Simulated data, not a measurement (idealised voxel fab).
Name of the process module below: voxel capacitor over wiring
We display cut, a cross-section 220 nm in width whose square cells are each 5 nm.
The cross-sections in this document take the form of a grid made of square cells. They are written out as bands, in order from top to bottom. Each band consists of one or more rows of cells.
Band: top height; bottom height; in nm. Then, left to right: material with width in nm, for each material. "all across": a single material spanning edge to edge. "air": empty space.
Heights are expressed relative to 0, this being the level below which the as-received wafer comprises one material exclusively. The lowest band is unbounded in the downward direction and is denoted as in "top 0, no bottom".
A two-number width, for instance "30..40", indicates that the width is equal to the first number in the top row of the band and to the second number in the bottom row, and that it changes by a constant amount per row of cells.
What does "no alteration" mean for a step? It means no cell of the cross-section changed in that step.
"Entrapped void list" - sealed voids, min. 8 cells, no opening to top; format: width x height at distance (distance from left edge; nm throughout).
It should be noted that, on the line of a given step, the content following the step's settings is a remark produced by the simulator itself with respect to that step.
If you see "overlay nm" on a step's line and that step has a mask, it's telling you how far right of where it was planned the mask ended up; a negative number means it went left instead.
The process steps that were planned are listed below
1,RECEIVE | material Si
2,CONFORMAL_DEP | material SiO2 | thk nm 10
3,CONFORMAL_DEP | material SiCN | thk nm 5
4,DIRECTIONAL_DEP | material SiO2 | thk nm 25
5,MASKED_ETCH | tone open | mask id METAL_1 | width nm 30 | pitch nm 85 | etch materials SiO2 | depth nm 25 | overlay nm 0
6,MASKED_ETCH | tone open | mask id METAL_1 | width nm 30 | pitch nm 85 | etch materials SiCN | depth nm 5 | overlay nm 0
7,CONFORMAL_DEP | material TiN | thk nm 5
8,FILL_DEP | material Ru | thk nm 10
9,CMP | height nm 40
10,CONFORMAL_DEP | material SiCN | thk nm 5
11,DIRECTIONAL_DEP | material SiO2 | thk nm 15
12,DIRECTIONAL_DEP | material aC | thk nm 10
13,PATTERN | tone open | mask id PLUG_1 | material resist | width nm 15 | thk nm 30 | overlay nm 0
14,DIRECTIONAL_ETCH | etch materials aC | depth nm 10
15,STRIP | etch materials resist
16,DIRECTIONAL_ETCH | etch materials SiO2 | depth nm 15
17,DIRECTIONAL_ETCH | etch materials SiCN | depth nm 5
18,STRIP | etch materials aC
19,CONFORMAL_DEP | material TiN | thk nm 5
20,FILL_DEP | material Ru | thk nm 10
21,CMP | height nm 60
22,DIRECTIONAL_DEP | material TiN | thk nm 10
23,DIRECTIONAL_DEP | material HfO2 | thk nm 5
24,DIRECTIONAL_DEP | material TiN | thk nm 10
25,DIRECTIONAL_DEP | material aC | thk nm 10
26,PATTERN | tone cover | mask id UPPER_PLATE | material resist | width nm 60 | thk nm 25 | overlay nm 0
27,DIRECTIONAL_ETCH | etch materials aC | depth nm 10
28,STRIP | etch materials resist
29,DIRECTIONAL_ETCH | etch materials TiN | depth nm 10
30,DIRECTIONAL_ETCH | etch materials HfO2 | depth nm 5
31,STRIP | etch materials aC
32,DIRECTIONAL_DEP | material aC | thk nm 15
33,PATTERN | tone cover | mask id LOWER_PLATE | material resist | width nm 70 | thk nm 30 | overlay nm 0
34,DIRECTIONAL_ETCH | etch materials aC | depth nm 15
35,STRIP | etch materials resist
36,DIRECTIONAL_ETCH | etch materials TiN | depth nm 10
37,STRIP | etch materials aC
38,FILL_DEP | material SiO2 | thk nm 15
39,CMP | height nm 95
40,MASKED_ETCH | tone open | mask id PLUG_2 | width nm 15 | etch materials SiO2 | depth nm 10 | overlay nm 0
41,CONFORMAL_DEP | material TiN | thk nm 5
42,FILL_DEP | material W | thk nm 10
43,CMP | height nm 95
44,CONFORMAL_DEP | material SiN | thk nm 5
First of two wafers: run as planned
Cross-section: wafer on arrival = after step 1
* top 0, no bottom  Si all across
* Entrapped void list: none
The wafer, seen in cross-section, after step 2
* top 10, bottom 0  SiO2 all across
* Lower than 0, everything is as it was.
The wafer, seen in cross-section, after step 3
* top 15, bottom 10  SiCN all across
* Lower than 10, everything is as it was.
The wafer, seen in cross-section, after step 4
* top 40, bottom 15  SiO2 all across
* Lower than 15, everything is as it was.
The wafer, seen in cross-section, after step 5
* top 40, bottom 15  SiO2 50 / air 30 / SiO2 55 / air 30 / SiO2 55
* Lower than 15, everything is as it was.
The wafer, seen in cross-section, after step 6
* top 40, bottom 15  SiO2 50 / air 30 / SiO2 55 / air 30 / SiO2 55
* top 15, bottom 10  SiCN 50 / air 30 / SiCN 55 / air 30 / SiCN 55
* Lower than 10, everything is as it was.
The wafer, seen in cross-section, after step 7
* top 45, bottom 40  TiN 55 / air 20 / TiN 65 / air 20 / TiN 60
* top 40, bottom 15  SiO2 50 / TiN 5 / air 20 / TiN 5 / SiO2 55 / TiN 5 / air 20 / TiN 5 / SiO2 55
* top 15, bottom 10  SiCN 50 / TiN 30 / SiCN 55 / TiN 30 / SiCN 55
* Lower than 10, everything is as it was.
The wafer, seen in cross-section, after step 8
* top 55, bottom 45  Ru all across
* top 45, bottom 40  TiN 55 / Ru 20 / TiN 65 / Ru 20 / TiN 60
* top 40, bottom 15  SiO2 50 / TiN 5 / Ru 20 / TiN 5 / SiO2 55 / TiN 5 / Ru 20 / TiN 5 / SiO2 55
* Lower than 15, everything is as it was.
The wafer, seen in cross-section, after step 9
* top 40, bottom 15  SiO2 50 / TiN 5 / Ru 20 / TiN 5 / SiO2 55 / TiN 5 / Ru 20 / TiN 5 / SiO2 55
* Lower than 15, everything is as it was.
The wafer, seen in cross-section, after step 10
* top 45, bottom 40  SiCN all across
* Lower than 40, everything is as it was.
The wafer, seen in cross-section, after step 11
* top 60, bottom 45  SiO2 all across
* Lower than 45, everything is as it was.
The wafer, seen in cross-section, after step 12
* top 70, bottom 60  aC all across
* Lower than 60, everything is as it was.
The wafer, seen in cross-section, after step 13
* top 100, bottom 70  resist 65 / air 15 / resist 140
* Lower than 70, everything is as it was.
The wafer, seen in cross-section, after step 14
* top 90, bottom 70  resist 65 / air 15 / resist 140
* top 70, bottom 60  aC 65 / air 15 / aC 140
* Lower than 60, everything is as it was.
The wafer, seen in cross-section, after step 15
* top 70, bottom 60  aC 65 / air 15 / aC 140
* Lower than 60, everything is as it was.
The wafer, seen in cross-section, after step 16
* top 70, bottom 60  aC 65 / air 15 / aC 140
* top 60, bottom 45  SiO2 65 / air 15 / SiO2 140
* Lower than 45, everything is as it was.
The wafer, seen in cross-section, after step 17
* top 70, bottom 60  aC 65 / air 15 / aC 140
* top 60, bottom 45  SiO2 65 / air 15 / SiO2 140
* top 45, bottom 40  SiCN 65 / air 15 / SiCN 140
* Lower than 40, everything is as it was.
The wafer, seen in cross-section, after step 18
* top 60, bottom 45  SiO2 65 / air 15 / SiO2 140
* Lower than 45, everything is as it was.
The wafer, seen in cross-section, after step 19
* top 65, bottom 60  TiN 70 / air 5 / TiN 145
* top 60, bottom 45  SiO2 65 / TiN 5 / air 5 / TiN 5 / SiO2 140
* top 45, bottom 40  SiCN 65 / TiN 15 / SiCN 140
* Lower than 40, everything is as it was.
The wafer, seen in cross-section, after step 20
* top 75, bottom 65  Ru all across
* top 65, bottom 60  TiN 70 / Ru 5 / TiN 145
* top 60, bottom 45  SiO2 65 / TiN 5 / Ru 5 / TiN 5 / SiO2 140
* Lower than 45, everything is as it was.
The wafer, seen in cross-section, after step 21
* top 60, bottom 45  SiO2 65 / TiN 5 / Ru 5 / TiN 5 / SiO2 140
* Lower than 45, everything is as it was.
The wafer, seen in cross-section, after step 22
* top 70, bottom 60  TiN all across
* Lower than 60, everything is as it was.
The wafer, seen in cross-section, after step 23
* top 75, bottom 70  HfO2 all across
* Lower than 70, everything is as it was.
The wafer, seen in cross-section, after step 24
* top 85, bottom 75  TiN all across
* Lower than 75, everything is as it was.
The wafer, seen in cross-section, after step 25
* top 95, bottom 85  aC all across
* Lower than 85, everything is as it was.
The wafer, seen in cross-section, after step 26
* top 120, bottom 95  air 65 / resist 60 / air 95
* Lower than 95, everything is as it was.
The wafer, seen in cross-section, after step 27
* top 110, bottom 95  air 65 / resist 60 / air 95
* top 95, bottom 85  air 65 / aC 60 / air 95
* Lower than 85, everything is as it was.
The wafer, seen in cross-section, after step 28
* top 95, bottom 85  air 65 / aC 60 / air 95
* Lower than 85, everything is as it was.
The wafer, seen in cross-section, after step 29
* top 95, bottom 85  air 65 / aC 60 / air 95
* top 85, bottom 75  air 65 / TiN 60 / air 95
* Lower than 75, everything is as it was.
The wafer, seen in cross-section, after step 30
* top 95, bottom 85  air 65 / aC 60 / air 95
* top 85, bottom 75  air 65 / TiN 60 / air 95
* top 75, bottom 70  air 65 / HfO2 60 / air 95
* Lower than 70, everything is as it was.
The wafer, seen in cross-section, after step 31
* top 85, bottom 75  air 65 / TiN 60 / air 95
* Lower than 75, everything is as it was.
The wafer, seen in cross-section, after step 32
* top 100, bottom 85  air 65 / aC 60 / air 95
* top 85, bottom 75  aC 65 / TiN 60 / aC 95
* top 75, bottom 70  aC 65 / HfO2 60 / aC 95
* Lower than 70, everything is as it was.
The wafer, seen in cross-section, after step 33
* top 130, bottom 100  air 60 / resist 70 / air 90
* top 100, bottom 85  air 60 / resist 5 / aC 60 / resist 5 / air 90
* Lower than 85, everything is as it was.
The wafer, seen in cross-section, after step 34
* top 115, bottom 100  air 60 / resist 70 / air 90
* top 100, bottom 85  air 60 / resist 5 / aC 60 / resist 5 / air 90
* top 85, bottom 75  air 60 / aC 5 / TiN 60 / aC 5 / air 90
* top 75, bottom 70  air 60 / aC 5 / HfO2 60 / aC 5 / air 90
* Lower than 70, everything is as it was.
The wafer, seen in cross-section, after step 35
* top 100, bottom 85  air 65 / aC 60 / air 95
* Lower than 85, everything is as it was.
The wafer, seen in cross-section, after step 36
* top 100, bottom 85  air 65 / aC 60 / air 95
* top 85, bottom 75  air 60 / aC 5 / TiN 60 / aC 5 / air 90
* top 75, bottom 70  air 60 / aC 5 / HfO2 60 / aC 5 / air 90
* top 70, bottom 60  air 60 / TiN 70 / air 90
* Lower than 60, everything is as it was.
The wafer, seen in cross-section, after step 37
* top 85, bottom 75  air 65 / TiN 60 / air 95
* top 75, bottom 70  air 65 / HfO2 60 / air 95
* Lower than 70, everything is as it was.
The wafer, seen in cross-section, after step 38
* top 100, bottom 85  SiO2 all across
* top 85, bottom 75  SiO2 65 / TiN 60 / SiO2 95
* top 75, bottom 70  SiO2 65 / HfO2 60 / SiO2 95
* top 70, bottom 60  SiO2 60 / TiN 70 / SiO2 90
* Lower than 60, everything is as it was.
The wafer, seen in cross-section, after step 39
* top 95, bottom 85  SiO2 all across
* Lower than 85, everything is as it was.
The wafer, seen in cross-section, after step 40
* top 95, bottom 85  SiO2 75 / air 15 / SiO2 130
* Lower than 85, everything is as it was.
The wafer, seen in cross-section, after step 41
* top 100, bottom 95  TiN 80 / air 5 / TiN 135
* top 95, bottom 90  SiO2 75 / TiN 5 / air 5 / TiN 5 / SiO2 130
* top 90, bottom 85  SiO2 75 / TiN 15 / SiO2 130
* Lower than 85, everything is as it was.
The wafer, seen in cross-section, after step 42
* top 110, bottom 100  W all across
* top 100, bottom 95  TiN 80 / W 5 / TiN 135
* top 95, bottom 90  SiO2 75 / TiN 5 / W 5 / TiN 5 / SiO2 130
* Lower than 90, everything is as it was.
The wafer, seen in cross-section, after step 43
* top 95, bottom 90  SiO2 75 / TiN 5 / W 5 / TiN 5 / SiO2 130
* Lower than 90, everything is as it was.
The wafer, seen in cross-section, after step 44
* top 100, bottom 95  SiN all across
* Lower than 95, everything is as it was.
Wafer two. Same start, same plan, one slip in execution. Same as wafer one through step 32, inclusive
The second wafer in cross-section, at the planned close of step 33
* top 130, bottom 100  air 60 / resist 75 / air 85
* top 100, bottom 85  air 60 / resist 5 / aC 60 / resist 10 / air 85
* Lower than 85, everything is as it was.
The second wafer in cross-section, at the planned close of step 34
* top 115, bottom 100  air 60 / resist 75 / air 85
* top 100, bottom 85  air 60 / resist 5 / aC 60 / resist 10 / air 85
* top 85, bottom 75  air 60 / aC 5 / TiN 60 / aC 10 / air 85
* top 75, bottom 70  air 60 / aC 5 / HfO2 60 / aC 10 / air 85
* Lower than 70, everything is as it was.
The second wafer in cross-section, at the planned close of step 35
* top 100, bottom 85  air 65 / aC 60 / air 95
* Lower than 85, everything is as it was.
The second wafer in cross-section, at the planned close of step 36
* top 100, bottom 85  air 65 / aC 60 / air 95
* top 85, bottom 75  air 60 / aC 5 / TiN 60 / aC 10 / air 85
* top 75, bottom 70  air 60 / aC 5 / HfO2 60 / aC 10 / air 85
* top 70, bottom 60  air 60 / TiN 75 / air 85
* Lower than 60, everything is as it was.
The second wafer in cross-section, at the planned close of step 37
* top 85, bottom 75  air 65 / TiN 60 / air 95
* top 75, bottom 70  air 65 / HfO2 60 / air 95
* Lower than 70, everything is as it was.
The second wafer in cross-section, at the planned close of step 38
* top 100, bottom 85  SiO2 all across
* top 85, bottom 75  SiO2 65 / TiN 60 / SiO2 95
* top 75, bottom 70  SiO2 65 / HfO2 60 / SiO2 95
* top 70, bottom 60  SiO2 60 / TiN 75 / SiO2 85
* Lower than 60, everything is as it was.
The second wafer in cross-section, at the planned close of step 39
* top 95, bottom 85  SiO2 all across
* Lower than 85, everything is as it was.
The second wafer in cross-section, at the planned close of step 40
* top 95, bottom 85  SiO2 75 / air 15 / SiO2 130
* Lower than 85, everything is as it was.
The second wafer in cross-section, at the planned close of step 41
* top 100, bottom 95  TiN 80 / air 5 / TiN 135
* top 95, bottom 90  SiO2 75 / TiN 5 / air 5 / TiN 5 / SiO2 130
* top 90, bottom 85  SiO2 75 / TiN 15 / SiO2 130
* Lower than 85, everything is as it was.
The second wafer in cross-section, at the planned close of step 42
* top 110, bottom 100  W all across
* top 100, bottom 95  TiN 80 / W 5 / TiN 135
* top 95, bottom 90  SiO2 75 / TiN 5 / W 5 / TiN 5 / SiO2 130
* Lower than 90, everything is as it was.
The second wafer in cross-section, at the planned close of step 43
* top 95, bottom 90  SiO2 75 / TiN 5 / W 5 / TiN 5 / SiO2 130
* Lower than 90, everything is as it was.
The second wafer in cross-section, at the planned close of step 44
* top 100, bottom 95  SiN all across
* Lower than 95, everything is as it was.
Error vs. plan: not per plan at step 33, really ran PATTERN | tone cover | mask id LOWER_PLATE | material resist | width nm 75 | thk nm 30 | overlay nm 0
At the finish, the second wafer shows more or fewer cells for some materials than the first does: SiO2 -2, TiN +2
